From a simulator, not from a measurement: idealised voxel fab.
Process module, titled voxel wiring stack
For reference, the cross-section in this document is cut, with width 215 nm and square cells of 5 nm.
A cross-section in this document is a grid of square cells, and it is written down as bands, the top band listed before the ones below it; a band is made up of one or more rows of cells. For a band, the entry starts with two heights in nm, that of the top and then that of the bottom, and carries on with the band's materials in order from left to right, each alongside its width in nm; the word "all across" beside a single material means it fills the band edge to edge, and "air" means empty space. Height 0 is the level under which the wafer as received is all one material. The lowest band goes on downwards, as in "top 0, no bottom". The notation "30->40" denotes a width that varies across the rows of cells in the band, beginning at the first number in the top row, finishing at the second number in the bottom row, and changing by an identical amount from each row to the next. The cross-section has no changed cell in any step marked "left unchanged". The entry titled "Voids, fully enclosed" provides the empty spaces that have no open way to the top, restricted to those of 8 cells or more. Each is presented as width x height at distance, the distance being measured from the left edge, with all three in nm. Step line, after settings: the simulator's comment on this step. overlay nm: step with mask; distance mask lay right of planned place; negative value = left of planned place.
Process steps (planned)
1) RECEIVE,material Si
2) CONFORMAL_DEP,material SiO2,thk nm 15
3) CONFORMAL_DEP,material SiCN,thk nm 5
4) DIRECTIONAL_DEP,material SiO2,thk nm 25
5) PATTERN,tone open,mask id METAL_1,material resist,width nm 20,pitch nm 45,thk nm 15,overlay nm 0
6) DIRECTIONAL_ETCH,etch materials SiO2,depth nm 25
7) DIRECTIONAL_ETCH,etch materials SiCN,depth nm 5
8) STRIP,etch materials resist
9) CONFORMAL_DEP,material TiN,thk nm 5
10) FILL_DEP,material W,thk nm 10
11) CMP,height nm 45
12) CONFORMAL_DEP,material SiCN,thk nm 5
13) DIRECTIONAL_DEP,material lowk,thk nm 10
14) PATTERN,tone open,mask id PLUG_1,material resist,width nm 15,pitch nm 90,thk nm 20,overlay nm 0
15) DIRECTIONAL_ETCH,etch materials lowk,depth nm 10
16) DIRECTIONAL_ETCH,etch materials SiCN,depth nm 5
17) STRIP,etch materials resist
18) CONFORMAL_DEP,material TiN,thk nm 5
19) FILL_DEP,material Cu,thk nm 5
20) CMP,height nm 60
21) CONFORMAL_DEP,material SiCN,thk nm 5
22) DIRECTIONAL_DEP,material lowk,thk nm 20
23) DIRECTIONAL_DEP,material aC,thk nm 15
24) PATTERN,tone open,mask id METAL_2,material resist,width nm 20,pitch nm 45,thk nm 30,overlay nm 0
25) DIRECTIONAL_ETCH,etch materials aC,depth nm 15
26) STRIP,etch materials resist
27) DIRECTIONAL_ETCH,etch materials lowk,depth nm 20
28) DIRECTIONAL_ETCH,etch materials SiCN,depth nm 5
29) STRIP,etch materials aC
30) CONFORMAL_DEP,material TiN,thk nm 5
31) FILL_DEP,material Ru,thk nm 10
32) CMP,height nm 85
33) CONFORMAL_DEP,material SiCN,thk nm 5
34) DIRECTIONAL_DEP,material SiO2,thk nm 30
35) PATTERN,tone open,mask id METAL_3,material resist,width nm 20,pitch nm 45,thk nm 20,overlay nm 0
36) DIRECTIONAL_ETCH,etch materials SiO2,depth nm 20
37) STRIP,etch materials resist
38) MASKED_ETCH,tone open,mask id METAL_3_HOLES,width nm 15,pitch nm 90,etch materials SiO2,depth nm 10,overlay nm 0
39) MASKED_ETCH,tone open,mask id METAL_3_HOLES,width nm 15,pitch nm 90,etch materials SiCN,depth nm 5,overlay nm 0
40) CONFORMAL_DEP,material TiN,thk nm 5
41) FILL_DEP,material Cu,thk nm 5
42) CMP,height nm 120
43) CONFORMAL_DEP,material SiCN,thk nm 5
Incoming wafer in cross-section (state: after step 1)
top 0, no bottom = Si all across
Voids, fully enclosed: none
Cross-section, first of two wafers, end of module, run as planned
top 125, bottom 120 = SiCN all across
top 120, bottom 105 = SiO2 (50) / TiN (5) / Cu (10) / TiN (5) / SiO2 (25) / TiN (5) / Cu (10) / TiN (5) / SiO2 (25) / TiN (5) / Cu (10) / TiN (5) / SiO2 (55)
top 105, bottom 100 = SiO2 (50) / TiN (5) / Cu (5) / TiN (10) / SiO2 (25) / TiN (20) / SiO2 (25) / TiN (5) / Cu (5) / TiN (10) / SiO2 (55)
top 100, bottom 90 = SiO2 (50) / TiN (5) / Cu (5) / TiN (5) / SiO2 (75) / TiN (5) / Cu (5) / TiN (5) / SiO2 (60)
top 90, bottom 85 = SiCN (50) / TiN (15) / SiCN (75) / TiN (15) / SiCN (60)
top 85, bottom 65 = lowk (50) / TiN (5) / Ru (10) / TiN (5) / lowk (25) / TiN (5) / Ru (10) / TiN (5) / lowk (25) / TiN (5) / Ru (10) / TiN (5) / lowk (55)
top 65, bottom 60 = SiCN (50) / TiN (20) / SiCN (25) / TiN (20) / SiCN (25) / TiN (20) / SiCN (55)
top 60, bottom 50 = lowk (50) / TiN (5) / Cu (5) / TiN (5) / lowk (75) / TiN (5) / Cu (5) / TiN (5) / lowk (60)
top 50, bottom 45 = SiCN (50) / TiN (15) / SiCN (75) / TiN (15) / SiCN (60)
top 45, bottom 20 = SiO2 (50) / TiN (5) / W (10) / TiN (5) / SiO2 (25) / TiN (5) / W (10) / TiN (5) / SiO2 (25) / TiN (5) / W (10) / TiN (5) / SiO2 (55)
top 20, bottom 15 = SiCN (50) / TiN (20) / SiCN (25) / TiN (20) / SiCN (25) / TiN (20) / SiCN (55)
top 15, bottom 0 = SiO2 all across
top 0, no bottom = Si all across
Voids, fully enclosed: none
What the second wafer looks like in cross-section once the module is done. Its start and its plan matched the first wafer's exactly; what differed was one mistake in how it was run
top 125, bottom 120 = SiCN all across
top 120, bottom 105 = SiO2 (50) / TiN (5) / Cu (10) / TiN (5) / SiO2 (25) / TiN (5) / Cu (10) / TiN (5) / SiO2 (25) / TiN (5) / Cu (10) / TiN (5) / SiO2 (55)
top 105, bottom 100 = SiO2 (50) / TiN (5) / Cu (5) / TiN (10) / SiO2 (25) / TiN (20) / SiO2 (25) / TiN (5) / Cu (5) / TiN (10) / SiO2 (55)
top 100, bottom 90 = SiO2 (50) / TiN (5) / Cu (5) / TiN (5) / SiO2 (75) / TiN (5) / Cu (5) / TiN (5) / SiO2 (60)
top 90, bottom 85 = SiCN (50) / TiN (15) / SiCN (75) / TiN (15) / SiCN (60)
top 85, bottom 65 = lowk (50) / TiN (5) / Ru (10) / TiN (5) / lowk (25) / TiN (5) / Ru (10) / TiN (5) / lowk (25) / TiN (5) / Ru (10) / TiN (5) / lowk (55)
top 65, bottom 60 = SiCN (50) / TiN (20) / SiCN (25) / TiN (20) / SiCN (25) / TiN (20) / SiCN (55)
top 60, bottom 50 = lowk (45) / TiN (5) / Cu (15) / TiN (5) / lowk (65) / TiN (5) / Cu (15) / TiN (5) / lowk (55)
top 50, bottom 45 = SiCN (45) / TiN (25) / SiCN (65) / TiN (25) / SiCN (55)
top 45, bottom 20 = SiO2 (50) / TiN (5) / W (10) / TiN (5) / SiO2 (25) / TiN (5) / W (10) / TiN (5) / SiO2 (25) / TiN (5) / W (10) / TiN (5) / SiO2 (55)
top 20, bottom 15 = SiCN (50) / TiN (20) / SiCN (25) / TiN (20) / SiCN (25) / TiN (20) / SiCN (55)
top 15, bottom 0 = SiO2 all across
top 0, no bottom = Si all across
Voids, fully enclosed: none
Nonconformance to the process plan: step 14 off recipe, ran as PATTERN,tone open,mask id PLUG_1,material resist,width nm 25,pitch nm 90,thk nm 20,overlay nm 0
Materials where the second wafer ends with more or fewer cells than the first: Cu: 8 more | SiCN: 4 fewer | TiN: 4 more | lowk: 8 fewer
